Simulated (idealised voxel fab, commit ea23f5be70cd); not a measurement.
process module | voxel tone inversion
cross-section cut | 155 nm wide | cells 5 nm
A cross-section is a grid of square cells, given in bands from the top down. A band is one or more rows of cells.
Each band's line starts with the height of the band's top and of its bottom, in nm. Then come its materials from left to right, each with its width in nm. One material with "throughout" fills the band from edge to edge. "air" is empty space.
Height 0 is the level under which the wafer as received is all one material. The lowest band goes on downwards, as in "0 down".
A width such as "30 to 40" changes by the same amount from each row of cells to the next, from the band's top row to its bottom row.
"no change" after a step means that no cell of the cross-section changed.
closed voids: empty space of 8 cells or more with no open way to the top, each as width x height at its distance from the left edge, in nm
after a step's settings: what the simulator itself notes on the step
overlay nm, on a step with a mask: how far to the right of its planned place the mask lay; to the left if negative
plan
1 op RECEIVE | material Si
2 op CONFORMAL_DEP | material SiN | thk nm 5
3 op DIRECTIONAL_DEP | material polySi | thk nm 15
4 op PATTERN | tone cover | mask id POSTS | material resist | width nm 25 | pitch nm 55 | thk nm 20 | overlay nm 0
5 op DIRECTIONAL_ETCH | etch materials polySi | depth nm 15
6 op STRIP | etch materials resist
7 op FILL_DEP | material lowk | thk nm 5
8 op CMP | height nm 20
9 op STRIP | etch materials polySi
10 op CONFORMAL_DEP | material TiN | thk nm 5
11 op FILL_DEP | material Ru | thk nm 10
12 op CMP | height nm 20
13 op CONFORMAL_DEP | material SiN | thk nm 5
as received, after step 1
  0 down: Si throughout
  closed voids: none
first wafer at the end, as planned
  25 to 20: SiN throughout
  20 to 10: lowk 35 | TiN 5 | Ru 15 | TiN 5 | lowk 30 | TiN 5 | Ru 15 | TiN 5 | lowk 40
  10 to 5: lowk 35 | TiN 25 | lowk 30 | TiN 25 | lowk 40
  5 to 0: SiN throughout
  0 down: Si throughout
  closed voids: none
second wafer at the end: like start, like plan, one mistake
  25 to 15: SiN throughout
  15 to 0: polySi throughout
  0 down: Si throughout
  closed voids: none
what went wrong: steps 2 and 3 were swapped
at the end the second wafer has, in cells: 12 fewer of Ru | 18 fewer of TiN | 63 fewer of lowk | 93 more of polySi
